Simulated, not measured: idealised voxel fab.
The process module presented herein is designated voxel tone inversion.
Square cell edge 5 nm, section width 165 nm, ID cut.
Just so we're on the same page, the cross-sections are grids of square cells, and they're listed out in bands top to bottom, each band one or more rows deep. Heads up on the band format: heights come first, top then bottom, in nm. After that it's the materials left to right, each with its width in nm. A single material flagged "everywhere" fills the whole band edge to edge, and "air" means there's empty space there. Height datum 0, below which the as-received substrate wafer is one material. Lowest band open at the bottom, running downward: "z 0 and below". You'd read "30..40" like this: the band's top row of cells is as wide as the first number, its bottom row is as wide as the second, and going down, every row changes width by the same amount as the row before did. You'll sometimes find "remained unchanged" written for a step, and that's the way of saying that nowhere in the cross-section did a cell change during that step. So "Closed void catalog" is basically the list of trapped voids: any empty space of 8 cells or more that can't reach the top through an opening. They're written width x height at distance, the distance being from the left edge, and it's all nm. If you see something after the settings on a step's line, that's the simulator's own remark about that step. The line of a step may include "overlay nm". On a step with a mask, this value is how far to the right of its planned place the mask lay. A negative value means the mask lay to the left.

## Planned step list for the process
step 1: RECEIVE (material Si)
step 2: CONFORMAL_DEP (material SiN; thk nm 5)
step 3: DIRECTIONAL_DEP (material polySi; thk nm 20)
step 4: PATTERN (tone cover; mask id POSTS; material resist; width nm 20; pitch nm 35; thk nm 25; overlay nm 0)
step 5: DIRECTIONAL_ETCH (etch materials polySi; depth nm 20)
step 6: STRIP (etch materials resist)
step 7: FILL_DEP (material lowk; thk nm 10)
step 8: CMP (height nm 25)
step 9: STRIP (etch materials polySi)

## Concerning the first of two wafers, which was run in accordance with the plan

## Cross-section of the wafer at receipt, which is the condition after step 1
z 0 and below  Si everywhere
Closed void catalog: none

## State of the wafer after step 2, shown in cross-section
z 5 to 0  SiN everywhere
Everything below 0 is unchanged.

## State of the wafer after step 3, shown in cross-section
z 25 to 5  polySi everywhere
Everything below 5 is unchanged.

## State of the wafer after step 4, shown in cross-section
z 50 to 25  air 20 | resist 20 | air 15 | resist 20 | air 15 | resist 20 | air 15 | resist 20 | air 20
Everything below 25 is unchanged.

## State of the wafer after step 5, shown in cross-section
z 50 to 25  air 20 | resist 20 | air 15 | resist 20 | air 15 | resist 20 | air 15 | resist 20 | air 20
z 25 to 5  air 20 | polySi 20 | air 15 | polySi 20 | air 15 | polySi 20 | air 15 | polySi 20 | air 20
Everything below 5 is unchanged.

## State of the wafer after step 6, shown in cross-section
z 25 to 5  air 20 | polySi 20 | air 15 | polySi 20 | air 15 | polySi 20 | air 15 | polySi 20 | air 20
Everything below 5 is unchanged.

## State of the wafer after step 7, shown in cross-section
z 35 to 25  lowk everywhere
z 25 to 5  lowk 20 | polySi 20 | lowk 15 | polySi 20 | lowk 15 | polySi 20 | lowk 15 | polySi 20 | lowk 20
Everything below 5 is unchanged.

## State of the wafer after step 8, shown in cross-section
z 25 to 5  lowk 20 | polySi 20 | lowk 15 | polySi 20 | lowk 15 | polySi 20 | lowk 15 | polySi 20 | lowk 20
Everything below 5 is unchanged.

## State of the wafer after step 9, shown in cross-section
z 25 to 5  lowk 20 | air 20 | lowk 15 | air 20 | lowk 15 | air 20 | lowk 15 | air 20 | lowk 20
Everything below 5 is unchanged.

## Second of two: same start, same plan, one run error; steps up to and including 7 match the first

## Second wafer profile in section, at the moment step 8 of the plan was meant to be complete
z 15 to 5  lowk 20 | polySi 20 | lowk 15 | polySi 20 | lowk 15 | polySi 20 | lowk 15 | polySi 20 | lowk 20
Everything below 5 is unchanged.

## Second wafer profile in section, at the moment step 9 of the plan was meant to be complete
z 15 to 5  lowk 20 | air 20 | lowk 15 | air 20 | lowk 15 | air 20 | lowk 15 | air 20 | lowk 20
Everything below 5 is unchanged.
Run error: for step 8, the planned setting was not used; the step was instead run as CMP (height nm 15)
Final difference in cells, second wafer against first, listed per material as more or fewer: -34 lowk
